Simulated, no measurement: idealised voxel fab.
This section sets out a process module, namely voxel tone inversion.
The cross-section on display is named cut; it measures 250 nm wide, and its cells are 5 nm squares.
In this document a cross-section is written as a grid of square cells. It is given as a series of bands, listed from the top down, and a band is one or more rows of cells.
Per band: top height and bottom height in nm, followed by the left-to-right materials and their widths in nm; "all across" marks a single material spanning edge to edge, "blank" marks empty space.
Heads up on the height convention: 0 is the point under which the incoming wafer is all one material, and the lowest band has no bottom, it just keeps going down, like "0 -> down".
A width such as "30..40" changes by the same amount from each row of cells to the next, from the band's top row to its bottom row.
"everything unchanged" after a step means that no cell of the cross-section changed.
"Closed internal cavities": empty spaces of 8 cells or more with no open way to the top, each given as width x height at distance, distance from the left edge, all in nm.
On each step's line, the part that comes after the settings is the simulator's own comment on the step.
"overlay nm" answers the question of how far to the right of plan the mask lay on a step that has a mask, and when it is negative the answer is to the left.

The steps planned for the process are as follows
1,RECEIVE [material Si]
2,CONFORMAL_DEP [material SiN] [thk nm 5]
3,DIRECTIONAL_DEP [material polySi] [thk nm 15]
4,PATTERN [tone cover] [mask id POSTS] [material resist] [width nm 15] [pitch nm 45] [thk nm 20] [overlay nm 0]
5,DIRECTIONAL_ETCH [etch materials polySi] [depth nm 15]
6,STRIP [etch materials resist]
7,FILL_DEP [material SiO2] [thk nm 5]
8,CMP [height nm 20]
9,STRIP [etch materials polySi]
10,CONFORMAL_DEP [material TiN] [thk nm 5]
11,FILL_DEP [material Ru] [thk nm 10]
12,CMP [height nm 20]
13,CONFORMAL_DEP [material SiN] [thk nm 5]

As received, after step 1
> 0 -> down  Si all across
> Closed internal cavities: none

First wafer of two, sectioned at end of module; run went per plan
> 25 -> 20  SiN all across
> 20 -> 10  50 nm SiO2; 5 nm TiN; 5 nm Ru; 5 nm TiN; 30 nm SiO2; 5 nm TiN; 5 nm Ru; 5 nm TiN; 30 nm SiO2; 5 nm TiN; 5 nm Ru; 5 nm TiN; 30 nm SiO2; 5 nm TiN; 5 nm Ru; 5 nm TiN; 50 nm SiO2
> 10 -> 5  50 nm SiO2; 15 nm TiN; 30 nm SiO2; 15 nm TiN; 30 nm SiO2; 15 nm TiN; 30 nm SiO2; 15 nm TiN; 50 nm SiO2
> 5 -> 0  SiN all across
> 0 -> down  Si all across
> Closed internal cavities: none

End-of-module cross-section of the second wafer: identical starting point and process plan to the first, with one processing mistake
> 25 -> 15  SiN all across
> 15 -> 0  polySi all across
> 0 -> down  Si all across
> Closed internal cavities: none
Short version of what went wrong: the processing plan was not followed for steps 2 and 3, which were run with their positions exchanged
at the end the second wafer has, in cells: -8 Ru; -114 SiO2; -28 TiN; +150 polySi
